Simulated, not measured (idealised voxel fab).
Presented below is a process module, voxel ribs on slabs.
This is section cut - it's 155 nm across, gridded in 5 nm square cells.
We lay out every cross-section as a grid of square cells and spell it out in bands from the top down, where one band means one or more rows of cells.
For a band, the entry starts with two heights in nm, that of the top and then that of the bottom, and carries on with the band's materials in order from left to right, each alongside its width in nm; the word "everywhere" beside a single material means it fills the band edge to edge, and "air" means empty space.
Below 0: as-received wafer, all one material; heights counted from there. Lowest band: no bottom, goes on down, written "0 nm and below".
The width entry "30 to 40" should be interpreted row by row: the top row of cells in the band takes the first number, the bottom row takes the second number, and the change between adjacent rows is uniform throughout.
"nothing got changed" after a step means that no cell of the cross-section changed.
Closed void register: empty space of 8 cells or more with no open way to the top, each as width x height at its distance from the left edge, in nm
Text after the settings on a step's line: the simulator's own remark on that step.
"overlay nm" denotes, for a step that has a mask, the displacement of the mask to the right of its planned place, with negative values corresponding to the left.
-- List of planned process steps
- 1: op RECEIVE | material Si
- 2: op DIRECTIONAL_DEP | material SiO2 | thk nm 20
- 3: op DIRECTIONAL_DEP | material SiN | thk nm 20
- 4: op DIRECTIONAL_DEP | material aC | thk nm 10
- 5: op PATTERN | tone cover | mask id RIB | material resist | width nm 15 | thk nm 25 | overlay nm 0
- 6: op DIRECTIONAL_ETCH | etch materials aC | depth nm 10
- 7: op STRIP | etch materials resist
- 8: op DIRECTIONAL_ETCH | etch materials SiN | depth nm 5
- 9: op STRIP | etch materials aC
- 10: op MASKED_ETCH | tone cover | mask id SLAB | width nm 65 | etch materials SiN | depth nm 15 | overlay nm 0
- 11: op FILL_DEP | material SiO2 | thk nm 25
- 12: op CMP | height nm 60
- 13: op DIRECTIONAL_DEP | material TiN | thk nm 5
- 14: op DIRECTIONAL_DEP | material aC | thk nm 15
- 15: op PATTERN | tone cover | mask id HEATER | material resist | width nm 25 | thk nm 35 | overlay nm 0
- 16: op DIRECTIONAL_ETCH | etch materials aC | depth nm 15
- 17: op STRIP | etch materials resist
- 18: op DIRECTIONAL_ETCH | etch materials TiN | depth nm 5
- 19: op STRIP | etch materials aC
- 20: op CONFORMAL_DEP | material SiN | thk nm 5
-- Wafer as received: cross-section following step 1
    0 nm and below | Si everywhere
    Closed void register: none
-- Figure: cross-sectional view of the wafer upon completion of the module, processed from the initial state and according to the plan depicted above, with one error introduced during execution
    70 nm to 65 nm | air 60, then SiN 35, then air 60
    65 nm to 60 nm | SiN 65, then TiN 25, then SiN 65
    60 nm to 40 nm | SiO2 everywhere
    40 nm to 35 nm | SiO2 65, then SiN 25, then SiO2 65
    35 nm to 20 nm | SiO2 45, then SiN 65, then SiO2 45
    20 nm to 0 nm | SiO2 everywhere
    0 nm and below | Si everywhere
    Closed void register: none
Short version of what went wrong: step 5 went in with a setting other than planned; the actual run was op PATTERN | tone cover | mask id RIB | material resist | width nm 25 | thk nm 25 | overlay nm 0
